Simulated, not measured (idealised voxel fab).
Documented hereafter: the process module known as voxel air gaps.
Shown is cross-section cut, with a width of 210 nm and square cells of size 5 nm.
Cross-section spec: square-cell grid; bands listed top down; each band is one or more rows. This entry defines a band. It first specifies the height of the band's top and the height of its bottom in nm, and then specifies the band's materials from left to right, stating each material with its width in nm. The word "throughout" identifies a single material that fills the band from edge to edge, while the word "air" identifies empty space. Ref level 0: as-received wafer is one material below here. Bottom band extends down with no lower bound ("0 and below"). It should be noted that a width expressed as "30 to 40" varies in equal increments from row to row of cells within the band, taking the value of the first number at the top row and that of the second number at the bottom row. For the purposes of this document, the phrase "changes: none" attached to a step denotes that no cell within the cross-section was modified by that step. Entry "Closed cavity list" = empty spaces >= 8 cells with no open way to the top; each as width x height at distance, distance from left edge, all nm. Read whatever lies past the settings on a step's line as the simulator's own remark about the step. overlay nm: for a step with a mask, the amount by which the mask lay right of where it was planned; a negative amount means left of it.

The planned process steps are enumerated hereunder
step 1: op RECEIVE | material Si
step 2: op CONFORMAL_DEP | material SiO2 | thk nm 10
step 3: op CONFORMAL_DEP | material SiCN | thk nm 5
step 4: op DIRECTIONAL_DEP | material lowk | thk nm 35
step 5: op DIRECTIONAL_DEP | material aC | thk nm 15
step 6: op PATTERN | tone open | mask id LINES | material resist | width nm 15 | pitch nm 45 | thk nm 35 | overlay nm 0
step 7: op DIRECTIONAL_ETCH | etch materials aC | depth nm 15
step 8: op STRIP | etch materials resist
step 9: op DIRECTIONAL_ETCH | etch materials lowk | depth nm 35
step 10: op STRIP | etch materials aC
step 11: op CONFORMAL_DEP | material TiN | thk nm 5
step 12: op FILL_DEP | material W | thk nm 10
step 13: op CMP | height nm 50
step 14: op EPI | material Ru | thk nm 10
step 15: op SELECTIVE_ETCH | etch materials lowk | depth nm 45
step 16: op CONFORMAL_DEP | material SiCN | thk nm 5

Cross-section: wafer on arrival = after step 1
> 0 and below | Si throughout
> Closed cavity list: none

Look at the cross-section after the module: the wafer started out the way shown above and the plan was the one shown above, yet one mistake was made along the way
> 65 down to 60 | air 30 nm, then SiCN 135 nm, then air 45 nm
> 60 down to 50 | air 30 nm, then SiCN 5 nm, then Ru 35 nm, then SiCN 10 nm, then Ru 35 nm, then SiCN 10 nm, then Ru 35 nm, then SiCN 5 nm, then air 45 nm
> 50 down to 45 | air 30 nm, then SiCN 15 nm, then TiN 5 nm, then W 5 nm, then TiN 5 nm, then SiCN 30 nm, then TiN 5 nm, then W 5 nm, then TiN 5 nm, then SiCN 30 nm, then TiN 5 nm, then W 5 nm, then TiN 5 nm, then SiCN 15 nm, then air 45 nm
> 45 down to 20 | air 40 nm, then SiCN 5 nm, then TiN 5 nm, then W 5 nm, then TiN 5 nm, then SiCN 5 nm, then air 20 nm, then SiCN 5 nm, then TiN 5 nm, then W 5 nm, then TiN 5 nm, then SiCN 5 nm, then air 20 nm, then SiCN 5 nm, then TiN 5 nm, then W 5 nm, then TiN 5 nm, then SiCN 5 nm, then air 55 nm
> 20 down to 15 | SiCN 45 nm, then TiN 15 nm, then SiCN 30 nm, then TiN 15 nm, then SiCN 30 nm, then TiN 15 nm, then SiCN 60 nm
> 15 down to 10 | SiCN throughout
> 10 down to 0 | SiO2 throughout
> 0 and below | Si throughout
> Closed cavity list: 20 x 25 at 65; 20 x 25 at 110
Want to know what went wrong? step 6, actual vs plan mismatch, actual run op PATTERN | tone open | mask id LINES | material resist | width nm 15 | pitch nm 45 | thk nm 35 | overlay nm -5
